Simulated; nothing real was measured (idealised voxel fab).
Presented below is a process module, voxel plated lines.
In the cross-section labelled cut, the width is 240 nm and each square cell is 5 nm.
Throughout this document, each cross-section is represented as a grid of square cells and is presented as a sequence of bands enumerated from the top downward, where a band comprises one or more rows of cells. Basically the band line says how high the top is and how high the bottom is, in nm, and then what's in it from left to right, every material with its width in nm. Empty space shows up as "empty", and if a single material carries "everywhere" it runs the full band edge to edge. We count height from 0. Below that, the starting wafer is all one material. The lowest band never ends at the bottom but goes on down; see "top 0, no bottom" for how that is written. The two numbers in a width such as "30..40" mark its ends across the band: the first belongs to the top row of cells, the second to the bottom row, and from each row to the next the width moves by the same amount. It should be understood that the words "no modification", when stated for a given step, signify that the cross-section underwent no change in any of its cells during that step. Listed in "Sealed internal voids": every empty space of 8 or more cells without an open way to the top. Form: width x height at distance, the distance being from the left edge, all in nm. Whatever follows a step's settings on its line is a remark the simulator itself makes about that step. Each step line may optionally specify "overlay nm", which for a step with a mask gives the rightward distance between the mask's planned place and where it lay, a negative value indicating the leftward direction.

Process steps - plan
1) RECEIVE [material Si]
2) CONFORMAL_DEP [material SiO2] [thk nm 5]
3) DIRECTIONAL_DEP [material TiN] [thk nm 5]
4) PATTERN [tone open] [mask id LINES] [material resist] [width nm 30] [pitch nm 45] [thk nm 35] [overlay nm 0]
5) EPI [material Ru] [thk nm 10]
6) EPI [material Ru] [thk nm 10]
7) EPI [material Ru] [thk nm 10]
8) STRIP [etch materials resist]
9) DIRECTIONAL_ETCH [etch materials TiN] [depth nm 5]
10) CONFORMAL_DEP [material SiCN] [thk nm 5]

First of two wafers: run as planned

Cross-section: wafer on arrival = after step 1
	top 0, no bottom  Si everywhere
	Sealed internal voids: none

After step 2, in cross-section
	top 5, bottom 0  SiO2 everywhere
	Below 0, no change.

After step 3, in cross-section
	top 10, bottom 5  TiN everywhere
	Below 5, no change.

After step 4, in cross-section
	top 45, bottom 10  60 of resist  30 of empty  15 of resist  30 of empty  15 of resist  30 of empty  60 of resist
	Below 10, no change.

After step 5, in cross-section
	top 45, bottom 20  60 of resist  30 of empty  15 of resist  30 of empty  15 of resist  30 of empty  60 of resist
	top 20, bottom 10  60 of resist  30 of Ru  15 of resist  30 of Ru  15 of resist  30 of Ru  60 of resist
	Below 10, no change.

After step 6, in cross-section
	top 45, bottom 30  60 of resist  30 of empty  15 of resist  30 of empty  15 of resist  30 of empty  60 of resist
	top 30, bottom 10  60 of resist  30 of Ru  15 of resist  30 of Ru  15 of resist  30 of Ru  60 of resist
	Below 10, no change.

After step 7, in cross-section
	top 45, bottom 40  60 of resist  30 of empty  15 of resist  30 of empty  15 of resist  30 of empty  60 of resist
	top 40, bottom 10  60 of resist  30 of Ru  15 of resist  30 of Ru  15 of resist  30 of Ru  60 of resist
	Below 10, no change.

After step 8, in cross-section
	top 40, bottom 10  60 of empty  30 of Ru  15 of empty  30 of Ru  15 of empty  30 of Ru  60 of empty
	Below 10, no change.

After step 9, in cross-section
	top 40, bottom 10  60 of empty  30 of Ru  15 of empty  30 of Ru  15 of empty  30 of Ru  60 of empty
	top 10, bottom 5  60 of empty  30 of TiN  15 of empty  30 of TiN  15 of empty  30 of TiN  60 of empty
	Below 5, no change.

After step 10, in cross-section
	top 45, bottom 40  55 of empty  40 of SiCN  5 of empty  40 of SiCN  5 of empty  40 of SiCN  55 of empty
	top 40, bottom 10  55 of empty  5 of SiCN  30 of Ru  5 of SiCN  5 of empty  5 of SiCN  30 of Ru  5 of SiCN  5 of empty  5 of SiCN  30 of Ru  5 of SiCN  55 of empty
	top 10, bottom 5  60 of SiCN  30 of TiN  15 of SiCN  30 of TiN  15 of SiCN  30 of TiN  60 of SiCN
	Below 5, no change.

The second wafer: identical to the first at the outset and in its planned sequence, differing only in that one mistake was made during processing; up to and including step 3, its path is the first wafer's path

Cross-section of the second wafer at the time by which step 4 should have been completed according to the plan
	top 45, bottom 10  65 of resist  20 of empty  25 of resist  20 of empty  25 of resist  20 of empty  65 of resist
	Below 10, no change.

Cross-section of the second wafer at the time by which step 5 should have been completed according to the plan
	top 45, bottom 20  65 of resist  20 of empty  25 of resist  20 of empty  25 of resist  20 of empty  65 of resist
	top 20, bottom 10  65 of resist  20 of Ru  25 of resist  20 of Ru  25 of resist  20 of Ru  65 of resist
	Below 10, no change.

Cross-section of the second wafer at the time by which step 6 should have been completed according to the plan
	top 45, bottom 30  65 of resist  20 of empty  25 of resist  20 of empty  25 of resist  20 of empty  65 of resist
	top 30, bottom 10  65 of resist  20 of Ru  25 of resist  20 of Ru  25 of resist  20 of Ru  65 of resist
	Below 10, no change.

Cross-section of the second wafer at the time by which step 7 should have been completed according to the plan
	top 45, bottom 40  65 of resist  20 of empty  25 of resist  20 of empty  25 of resist  20 of empty  65 of resist
	top 40, bottom 10  65 of resist  20 of Ru  25 of resist  20 of Ru  25 of resist  20 of Ru  65 of resist
	Below 10, no change.

Cross-section of the second wafer at the time by which step 8 should have been completed according to the plan
	top 40, bottom 10  65 of empty  20 of Ru  25 of empty  20 of Ru  25 of empty  20 of Ru  65 of empty
	Below 10, no change.

Cross-section of the second wafer at the time by which step 9 should have been completed according to the plan
	top 40, bottom 10  65 of empty  20 of Ru  25 of empty  20 of Ru  25 of empty  20 of Ru  65 of empty
	top 10, bottom 5  65 of empty  20 of TiN  25 of empty  20 of TiN  25 of empty  20 of TiN  65 of empty
	Below 5, no change.

Cross-section of the second wafer at the time by which step 10 should have been completed according to the plan
	top 45, bottom 40  60 of empty  30 of SiCN  15 of empty  30 of SiCN  15 of empty  30 of SiCN  60 of empty
	top 40, bottom 10  60 of empty  5 of SiCN  20 of Ru  5 of SiCN  15 of empty  5 of SiCN  20 of Ru  5 of SiCN  15 of empty  5 of SiCN  20 of Ru  5 of SiCN  60 of empty
	top 10, bottom 5  65 of SiCN  20 of TiN  25 of SiCN  20 of TiN  25 of SiCN  20 of TiN  65 of SiCN
	Below 5, no change.
What was the processing mistake? the process deviated at step 4: the operation and settings actually run there were PATTERN [tone open] [mask id LINES] [material resist] [width nm 20] [pitch nm 45] [thk nm 35] [overlay nm 0]
End check, counted in cells, second wafer has more or fewer of these materials than the first: 36 fewer of Ru, 6 fewer of TiN
